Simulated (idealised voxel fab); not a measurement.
Process module under the name voxel gate over fins
210 nm wide, 5 nm square cells: that's cross-section cut.
Cross-section spec: square-cell grid; bands listed top down; each band is one or more rows.
Basically the band line says how high the top is and how high the bottom is, in nm, and then what's in it from left to right, every material with its width in nm. Empty space shows up as "blank", and if a single material carries "everywhere" it runs the full band edge to edge.
For the purposes of this specification, 0 denotes the height below which the wafer in its as-received condition is composed wholly of one material, and the lowermost band, lacking a lower limit, extends downward without end, as expressed in "from 0 down".
Top row gets the first number, bottom row gets the second, and each row in between changes by the same step: that is how a band width like "30 to 40" works.
What does "no modifications" mean for a step? It means no cell of the cross-section changed in that step.
Under "Sealed internal cavities" you'll find the enclosed gaps, the ones with no way out to the top, that are 8 cells or bigger; each reads width x height at distance, with distance counted from the left edge, everything in nm.
Where a step's line continues beyond its settings, the continuation is a remark by the simulator itself on that step.
The setting "overlay nm" may be written on the line of a step. When the step uses a mask, the value reports how far to the right of the planned place the mask lay, and a negative value reports that it lay to the left.

[The process steps that were planned are listed below]
- 1: RECEIVE,material Si
- 2: CONFORMAL_DEP,material SiN,thk nm 10
- 3: PATTERN,tone cover,mask id FINS,material resist,width nm 15,pitch nm 45,thk nm 15,overlay nm 0
- 4: DIRECTIONAL_ETCH,etch materials SiN,depth nm 10
- 5: DIRECTIONAL_ETCH,etch materials Si,depth nm 40
- 6: STRIP,etch materials resist
- 7: OXIDIZE,depth nm 5
- 8: FILL_DEP,material SiO2,thk nm 5
- 9: CMP,height nm 10
- 10: SELECTIVE_ETCH,etch materials SiO2,depth nm 20
- 11: STRIP,etch materials SiN
- 12: CONFORMAL_DEP,material HfO2,thk nm 5
- 13: CONFORMAL_DEP,material TiN,thk nm 5
- 14: FILL_DEP,material W,thk nm 10
- 15: CMP,height nm 15
- 16: CONFORMAL_DEP,material SiCN,thk nm 10

[Incoming wafer in cross-section (state: after step 1)]
* from 0 down  Si everywhere
* Sealed internal cavities: none

[Starting wafer: above. Plan: above. Run: one mistake. Cross-section after the module: below]
* from 25 to 15  SiCN everywhere
* from 15 to 10  W everywhere
* from 10 to 5  45 nm W / 25 nm TiN / 20 nm W / 25 nm TiN / 20 nm W / 25 nm TiN / 50 nm W
* from 5 to 0  45 nm W / 5 nm TiN / 15 nm HfO2 / 5 nm TiN / 20 nm W / 5 nm TiN / 15 nm HfO2 / 5 nm TiN / 20 nm W / 5 nm TiN / 15 nm HfO2 / 5 nm TiN / 50 nm W
* from 0 to -5  50 nm TiN / 5 nm HfO2 / 5 nm Si / 5 nm HfO2 / 30 nm TiN / 5 nm HfO2 / 5 nm Si / 5 nm HfO2 / 30 nm TiN / 5 nm HfO2 / 5 nm Si / 5 nm HfO2 / 55 nm TiN
* from -5 to -10  55 nm HfO2 / 5 nm Si / 40 nm HfO2 / 5 nm Si / 40 nm HfO2 / 5 nm Si / 60 nm HfO2
* from -10 to -40  55 nm SiO2 / 5 nm Si / 40 nm SiO2 / 5 nm Si / 40 nm SiO2 / 5 nm Si / 60 nm SiO2
* from -40 down  Si everywhere
* Sealed internal cavities: none
Want to know what went wrong? it should be noted that step 5 was executed with settings other than those planned, the operation and settings actually applied being DIRECTIONAL_ETCH,etch materials Si,depth nm 35
